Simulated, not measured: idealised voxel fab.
process module | voxel gate over fins
cross-section cut | 265 nm wide | cells 5 nm
A cross-section is a grid of square cells, given in bands from the top down. A band is one or more rows of cells.
Each band's line starts with the height of the band's top and of its bottom, in nm. Then come its materials from left to right, each with its width in nm. One material with "throughout" fills the band from edge to edge. "air" is empty space.
Height 0 is the level under which the wafer as received is all one material. The lowest band goes on downwards, as in "0 down".
A width such as "30 to 40" changes by the same amount from each row of cells to the next, from the band's top row to its bottom row.
"no change" after a step means that no cell of the cross-section changed.
closed voids: empty space of 8 cells or more with no open way to the top, each as width x height at its distance from the left edge, in nm
after a step's settings: what the simulator itself notes on the step
overlay nm, on a step with a mask: how far to the right of its planned place the mask lay; to the left if negative
plan
1 op RECEIVE | material Si
2 op CONFORMAL_DEP | material SiN | thk nm 10
3 op DIRECTIONAL_DEP | material aC | thk nm 10
4 op PATTERN | tone cover | mask id FINS | material resist | width nm 15 | pitch nm 50 | thk nm 30 | overlay nm 0
5 op DIRECTIONAL_ETCH | etch materials aC | depth nm 10
6 op STRIP | etch materials resist
7 op DIRECTIONAL_ETCH | etch materials SiN | depth nm 10
8 op DIRECTIONAL_ETCH | etch materials Si | depth nm 40
9 op STRIP | etch materials aC
10 op FILL_DEP | material SiO2 | thk nm 15
11 op CMP | height nm 10
12 op PATTERN | tone open | mask id RAIL | material resist | width nm 15 | thk nm 15 | overlay nm 0
13 op DIRECTIONAL_ETCH | etch materials SiO2 | depth nm 45
14 op STRIP | etch materials resist
15 op CONFORMAL_DEP | material TiN | thk nm 5
16 op FILL_DEP | material W | thk nm 10
17 op CMP | height nm 10
18 op SELECTIVE_ETCH | etch materials W Ru TiN | depth nm 25
19 op FILL_DEP | material SiO2 | thk nm 5
20 op CMP | height nm 10
21 op SELECTIVE_ETCH | etch materials SiO2 | depth nm 20
22 op STRIP | etch materials SiN
23 op CONFORMAL_DEP | material HfO2 | thk nm 5
24 op CONFORMAL_DEP | material TiN | thk nm 5
25 op CONFORMAL_DEP | material TiAl | thk nm 5
26 op CONFORMAL_DEP | material TiN | thk nm 5
27 op FILL_DEP | material W | thk nm 10
28 op CMP | height nm 25
29 op CONFORMAL_DEP | material SiCN | thk nm 10
as received, after step 1
  0 down: Si throughout
  closed voids: none
a wafer at the end: this start, this plan, one mistake
  35 to 25: SiCN throughout
  25 to 20: W throughout
  20 to 15: W 80 | TiN 105 | W 80
  15 to 10: W 80 | TiN 5 | TiAl 45 | TiN 5 | TiAl 45 | TiN 5 | W 80
  10 to 5: W 80 | TiN 5 | TiAl 5 | TiN 35 | TiAl 5 | TiN 5 | TiAl 5 | TiN 35 | TiAl 5 | TiN 5 | W 80
  5 to 0: W 80 | TiN 5 | TiAl 5 | TiN 5 | HfO2 25 | TiN 5 | TiAl 5 | TiN 5 | TiAl 5 | TiN 5 | HfO2 25 | TiN 5 | TiAl 5 | TiN 5 | W 80
  0 to -5: W 80 | TiN 5 | TiAl 5 | TiN 5 | HfO2 5 | Si 15 | HfO2 5 | TiN 5 | TiAl 15 | TiN 5 | HfO2 5 | Si 15 | HfO2 5 | TiN 5 | TiAl 5 | TiN 5 | W 80
  -5 to -10: W 80 | TiN 5 | TiAl 5 | TiN 5 | HfO2 5 | Si 15 | HfO2 5 | TiN 25 | HfO2 5 | Si 15 | HfO2 5 | TiN 5 | TiAl 5 | TiN 5 | W 80
  -10 to -15: TiN 85 | TiAl 5 | TiN 5 | HfO2 5 | Si 15 | HfO2 35 | Si 15 | HfO2 5 | TiN 5 | TiAl 5 | TiN 85
  -15 to -20: TiAl 90 | TiN 5 | HfO2 5 | Si 15 | HfO2 10 | TiN 5 | W 5 | TiN 5 | HfO2 10 | Si 15 | HfO2 5 | TiN 5 | TiAl 90
  -20 to -25: TiN 95 | HfO2 5 | Si 15 | HfO2 10 | TiN 5 | W 5 | TiN 5 | HfO2 10 | Si 15 | HfO2 5 | TiN 95
  -25 to -30: HfO2 100 | Si 15 | HfO2 10 | TiN 5 | W 5 | TiN 5 | HfO2 10 | Si 15 | HfO2 100
  -30 to -35: SiO2 100 | Si 15 | SiO2 10 | TiN 15 | SiO2 10 | Si 15 | SiO2 100
  -35 to -40: SiO2 100 | Si 15 | SiO2 35 | Si 15 | SiO2 100
  -40 down: Si throughout
  closed voids: none
what went wrong: step 21 was run twice
